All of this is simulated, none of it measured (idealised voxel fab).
This is a process module. Its name is voxel quadruple lines.
Shown is cross-section cut, with a width of 290 nm and square cells of size 5 nm.
We lay out every cross-section as a grid of square cells and spell it out in bands from the top down, where one band means one or more rows of cells. The band entry comprises the height of the band's top followed by the height of its bottom, expressed in nm, and subsequently the band's materials from left to right, each stated together with its width in nm. Where a single material is marked with the word "throughout", that material fills the band from edge to edge. The word "empty" represents empty space. Heights are expressed relative to 0, this being the level below which the as-received wafer comprises one material exclusively. The lowest band is unbounded in the downward direction and is denoted as in "0 down". Think of "30 to 40" as a width that walks from the first number to the second as you go down the band, top row to bottom row, taking equal-sized steps from row to row. Where the words "nothing got changed" appear for a step, the cross-section shows no cell changed by that step; every cell remained as before. In the "Sealed voids" entry, you get each enclosed empty space of 8 cells or more, one with no open way to the top, written width x height at distance, distance from the left edge, in nm. If you see something after the settings on a step's line, that's the simulator's own remark about that step. "overlay nm" denotes, for a step that has a mask, the displacement of the mask to the right of its planned place, with negative values corresponding to the left.

[Process steps - plan]
1. RECEIVE | material Si
2. CONFORMAL_DEP | material Al2O3 | thk nm 10
3. DIRECTIONAL_DEP | material Ru | thk nm 15
4. DIRECTIONAL_DEP | material polySi | thk nm 20
5. DIRECTIONAL_DEP | material aC | thk nm 20
6. PATTERN | tone cover | mask id MANDREL | material resist | width nm 25 | thk nm 30 | overlay nm 0
7. DIRECTIONAL_ETCH | etch materials aC | depth nm 20
8. STRIP | etch materials resist
9. CONFORMAL_DEP | material SiO2 | thk nm 15
10. DIRECTIONAL_ETCH | etch materials SiO2 | depth nm 15
11. STRIP | etch materials aC
12. DIRECTIONAL_ETCH | etch materials polySi | depth nm 20
13. STRIP | etch materials SiO2
14. CONFORMAL_DEP | material SiN | thk nm 5
15. DIRECTIONAL_ETCH | etch materials SiN | depth nm 5
16. STRIP | etch materials polySi
17. DIRECTIONAL_ETCH | etch materials Ru | depth nm 15
18. STRIP | etch materials SiN
19. FILL_DEP | material lowk | thk nm 5
20. CMP | height nm 25

[The following pertains to the first of two wafers, which was processed as planned]

[As received (post step 1): cross-section]
> 0 down = Si throughout
> Sealed voids: none

[Cross-section through the wafer, step 2 finished]
> 10 to 0 = Al2O3 throughout
> Anything lower than 0 is untouched.

[Cross-section through the wafer, step 3 finished]
> 25 to 10 = Ru throughout
> Anything lower than 10 is untouched.

[Cross-section through the wafer, step 4 finished]
> 45 to 25 = polySi throughout
> Anything lower than 25 is untouched.

[Cross-section through the wafer, step 5 finished]
> 65 to 45 = aC throughout
> Anything lower than 45 is untouched.

[Cross-section through the wafer, step 6 finished]
> 95 to 65 = 130 nm empty / 25 nm resist / 135 nm empty
> Anything lower than 65 is untouched.

[Cross-section through the wafer, step 7 finished]
> 75 to 65 = 130 nm empty / 25 nm resist / 135 nm empty
> 65 to 45 = 130 nm empty / 25 nm aC / 135 nm empty
> Anything lower than 45 is untouched.

[Cross-section through the wafer, step 8 finished]
> 65 to 45 = 130 nm empty / 25 nm aC / 135 nm empty
> Anything lower than 45 is untouched.

[Cross-section through the wafer, step 9 finished]
> 80 to 65 = 115 nm empty / 55 nm SiO2 / 120 nm empty
> 65 to 60 = 115 nm empty / 15 nm SiO2 / 25 nm aC / 15 nm SiO2 / 120 nm empty
> 60 to 45 = 130 nm SiO2 / 25 nm aC / 135 nm SiO2
> Anything lower than 45 is untouched.

[Cross-section through the wafer, step 10 finished]
> 65 to 45 = 115 nm empty / 15 nm SiO2 / 25 nm aC / 15 nm SiO2 / 120 nm empty
> Anything lower than 45 is untouched.

[Cross-section through the wafer, step 11 finished]
> 65 to 45 = 115 nm empty / 15 nm SiO2 / 25 nm empty / 15 nm SiO2 / 120 nm empty
> Anything lower than 45 is untouched.

[Cross-section through the wafer, step 12 finished]
> 65 to 45 = 115 nm empty / 15 nm SiO2 / 25 nm empty / 15 nm SiO2 / 120 nm empty
> 45 to 25 = 115 nm empty / 15 nm polySi / 25 nm empty / 15 nm polySi / 120 nm empty
> Anything lower than 25 is untouched.

[Cross-section through the wafer, step 13 finished]
> 45 to 25 = 115 nm empty / 15 nm polySi / 25 nm empty / 15 nm polySi / 120 nm empty
> Anything lower than 25 is untouched.

[Cross-section through the wafer, step 14 finished]
> 50 to 45 = 110 nm empty / 25 nm SiN / 15 nm empty / 25 nm SiN / 115 nm empty
> 45 to 30 = 110 nm empty / 5 nm SiN / 15 nm polySi / 5 nm SiN / 15 nm empty / 5 nm SiN / 15 nm polySi / 5 nm SiN / 115 nm empty
> 30 to 25 = 115 nm SiN / 15 nm polySi / 25 nm SiN / 15 nm polySi / 120 nm SiN
> Anything lower than 25 is untouched.

[Cross-section through the wafer, step 15 finished]
> 45 to 25 = 110 nm empty / 5 nm SiN / 15 nm polySi / 5 nm SiN / 15 nm empty / 5 nm SiN / 15 nm polySi / 5 nm SiN / 115 nm empty
> Anything lower than 25 is untouched.

[Cross-section through the wafer, step 16 finished]
> 45 to 25 = 110 nm empty / 5 nm SiN / 15 nm empty / 5 nm SiN / 15 nm empty / 5 nm SiN / 15 nm empty / 5 nm SiN / 115 nm empty
> Anything lower than 25 is untouched.

[Cross-section through the wafer, step 17 finished]
> 45 to 25 = 110 nm empty / 5 nm SiN / 15 nm empty / 5 nm SiN / 15 nm empty / 5 nm SiN / 15 nm empty / 5 nm SiN / 115 nm empty
> 25 to 10 = 110 nm empty / 5 nm Ru / 15 nm empty / 5 nm Ru / 15 nm empty / 5 nm Ru / 15 nm empty / 5 nm Ru / 115 nm empty
> Anything lower than 10 is untouched.

[Cross-section through the wafer, step 18 finished]
> 25 to 10 = 110 nm empty / 5 nm Ru / 15 nm empty / 5 nm Ru / 15 nm empty / 5 nm Ru / 15 nm empty / 5 nm Ru / 115 nm empty
> Anything lower than 10 is untouched.

[Cross-section through the wafer, step 19 finished]
> 30 to 25 = lowk throughout
> 25 to 10 = 110 nm lowk / 5 nm Ru / 15 nm lowk / 5 nm Ru / 15 nm lowk / 5 nm Ru / 15 nm lowk / 5 nm Ru / 115 nm lowk
> Anything lower than 10 is untouched.

[Cross-section through the wafer, step 20 finished]
> 25 to 10 = 110 nm lowk / 5 nm Ru / 15 nm lowk / 5 nm Ru / 15 nm lowk / 5 nm Ru / 15 nm lowk / 5 nm Ru / 115 nm lowk
> Anything lower than 10 is untouched.

[Wafer two. Same start, same plan, one slip in execution. Same as wafer one through step 5, inclusive]

[The second wafer in cross-section, at the planned close of step 6]
> 95 to 65 = 130 nm empty / 30 nm resist / 130 nm empty
> Anything lower than 65 is untouched.

[The second wafer in cross-section, at the planned close of step 7]
> 75 to 65 = 130 nm empty / 30 nm resist / 130 nm empty
> 65 to 45 = 130 nm empty / 30 nm aC / 130 nm empty
> Anything lower than 45 is untouched.

[The second wafer in cross-section, at the planned close of step 8]
> 65 to 45 = 130 nm empty / 30 nm aC / 130 nm empty
> Anything lower than 45 is untouched.

[The second wafer in cross-section, at the planned close of step 9]
> 80 to 65 = 115 nm empty / 60 nm SiO2 / 115 nm empty
> 65 to 60 = 115 nm empty / 15 nm SiO2 / 30 nm aC / 15 nm SiO2 / 115 nm empty
> 60 to 45 = 130 nm SiO2 / 30 nm aC / 130 nm SiO2
> Anything lower than 45 is untouched.

[The second wafer in cross-section, at the planned close of step 10]
> 65 to 45 = 115 nm empty / 15 nm SiO2 / 30 nm aC / 15 nm SiO2 / 115 nm empty
> Anything lower than 45 is untouched.

[The second wafer in cross-section, at the planned close of step 11]
> 65 to 45 = 115 nm empty / 15 nm SiO2 / 30 nm empty / 15 nm SiO2 / 115 nm empty
> Anything lower than 45 is untouched.

[The second wafer in cross-section, at the planned close of step 12]
> 65 to 45 = 115 nm empty / 15 nm SiO2 / 30 nm empty / 15 nm SiO2 / 115 nm empty
> 45 to 25 = 115 nm empty / 15 nm polySi / 30 nm empty / 15 nm polySi / 115 nm empty
> Anything lower than 25 is untouched.

[The second wafer in cross-section, at the planned close of step 13]
> 45 to 25 = 115 nm empty / 15 nm polySi / 30 nm empty / 15 nm polySi / 115 nm empty
> Anything lower than 25 is untouched.

[The second wafer in cross-section, at the planned close of step 14]
> 50 to 45 = 110 nm empty / 25 nm SiN / 20 nm empty / 25 nm SiN / 110 nm empty
> 45 to 30 = 110 nm empty / 5 nm SiN / 15 nm polySi / 5 nm SiN / 20 nm empty / 5 nm SiN / 15 nm polySi / 5 nm SiN / 110 nm empty
> 30 to 25 = 115 nm SiN / 15 nm polySi / 30 nm SiN / 15 nm polySi / 115 nm SiN
> Anything lower than 25 is untouched.

[The second wafer in cross-section, at the planned close of step 15]
> 45 to 25 = 110 nm empty / 5 nm SiN / 15 nm polySi / 5 nm SiN / 20 nm empty / 5 nm SiN / 15 nm polySi / 5 nm SiN / 110 nm empty
> Anything lower than 25 is untouched.

[The second wafer in cross-section, at the planned close of step 16]
> 45 to 25 = 110 nm empty / 5 nm SiN / 15 nm empty / 5 nm SiN / 20 nm empty / 5 nm SiN / 15 nm empty / 5 nm SiN / 110 nm empty
> Anything lower than 25 is untouched.

[The second wafer in cross-section, at the planned close of step 17]
> 45 to 25 = 110 nm empty / 5 nm SiN / 15 nm empty / 5 nm SiN / 20 nm empty / 5 nm SiN / 15 nm empty / 5 nm SiN / 110 nm empty
> 25 to 10 = 110 nm empty / 5 nm Ru / 15 nm empty / 5 nm Ru / 20 nm empty / 5 nm Ru / 15 nm empty / 5 nm Ru / 110 nm empty
> Anything lower than 10 is untouched.

[The second wafer in cross-section, at the planned close of step 18]
> 25 to 10 = 110 nm empty / 5 nm Ru / 15 nm empty / 5 nm Ru / 20 nm empty / 5 nm Ru / 15 nm empty / 5 nm Ru / 110 nm empty
> Anything lower than 10 is untouched.

[The second wafer in cross-section, at the planned close of step 19]
> 30 to 25 = lowk throughout
> 25 to 10 = 110 nm lowk / 5 nm Ru / 15 nm lowk / 5 nm Ru / 20 nm lowk / 5 nm Ru / 15 nm lowk / 5 nm Ru / 110 nm lowk
> Anything lower than 10 is untouched.

[The second wafer in cross-section, at the planned close of step 20]
> 25 to 10 = 110 nm lowk / 5 nm Ru / 15 nm lowk / 5 nm Ru / 20 nm lowk / 5 nm Ru / 15 nm lowk / 5 nm Ru / 110 nm lowk
> Anything lower than 10 is untouched.
Which mistake was made when the wafer was run? not per plan at step 6, really ran PATTERN | tone cover | mask id MANDREL | material resist | width nm 30 | thk nm 30 | overlay nm 0
Same inventory, different map: at the end, the second wafer holds as many cells of each material as the first, placed elsewhere.
